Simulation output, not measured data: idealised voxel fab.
The process module that follows is named voxel spacer lines.
230 nm wide, 5 nm square cells: that's cross-section cut.
Bands, listed from the top down, are how a cross-section gets written in this document; the cross-section itself is a grid of square cells, and a band is one or more rows of them. In this notation a band is specified by the heights of its top and bottom, in that order and in nm, after which its materials appear from left to right, each paired with its width in nm. The word "throughout" attached to a single material means that material fills the band from edge to edge; the word "blank" stands for empty space. Below 0: as-received wafer, all one material; heights counted from there. Lowest band: no bottom, goes on down, written "0 down". Per-row width for "30..40": begins at first number (top row of band), ends at second number (bottom row), increment between rows held constant. Where the words "nothing different" appear for a step, the cross-section shows no cell changed by that step; every cell remained as before. You'll see "Cavities, sealed" listing empty spaces that have no way open to the top, as long as they're 8 cells or more; the notation is width x height at distance, where the distance is from the left edge, and all of it is in nm. On a step's line, text after the settings is the simulator commenting on that step. If you see "overlay nm" on a step's line and that step has a mask, it's telling you how far right of where it was planned the mask ended up; a negative number means it went left instead.
Process steps (planned)
1,RECEIVE, material Si
2,CONFORMAL_DEP, material Al2O3, thk nm 10
3,DIRECTIONAL_DEP, material polySi, thk nm 20
4,DIRECTIONAL_DEP, material aC, thk nm 30
5,PATTERN, tone cover, mask id MANDREL, material resist, width nm 20, pitch nm 70, thk nm 35, overlay nm 0
6,DIRECTIONAL_ETCH, etch materials aC, depth nm 30
7,STRIP, etch materials resist
8,CONFORMAL_DEP, material SiO2, thk nm 15
9,DIRECTIONAL_ETCH, etch materials SiO2, depth nm 15
10,STRIP, etch materials aC
11,DIRECTIONAL_ETCH, etch materials polySi, depth nm 20
12,STRIP, etch materials SiO2
13,FILL_DEP, material SiO2, thk nm 5
14,CMP, height nm 30
Incoming wafer in cross-section (state: after step 1)
- 0 down: Si throughout
- Cavities, sealed: none
Cross-sectional image of the first of two wafers at the end of the module, the run having proceeded as planned
- 30 to 10: SiO2 (55); polySi (15); SiO2 (20); polySi (15); SiO2 (20); polySi (15); SiO2 (20); polySi (15); SiO2 (55)
- 10 to 0: Al2O3 throughout
- 0 down: Si throughout
- Cavities, sealed: none
Wafer two, sectioned after the module: the first wafer's start, the first wafer's plan, and one mistake in how it was run
- 30 to 20: Al2O3 throughout
- 20 to 0: polySi throughout
- 0 down: Si throughout
- Cavities, sealed: none
Deviation from plan: mixed up steps 2 and 3 - ran each in the other's place
Looking at both finished wafers in cells, the second ends up ahead of or behind the first on some materials: -136 SiO2, +136 polySi
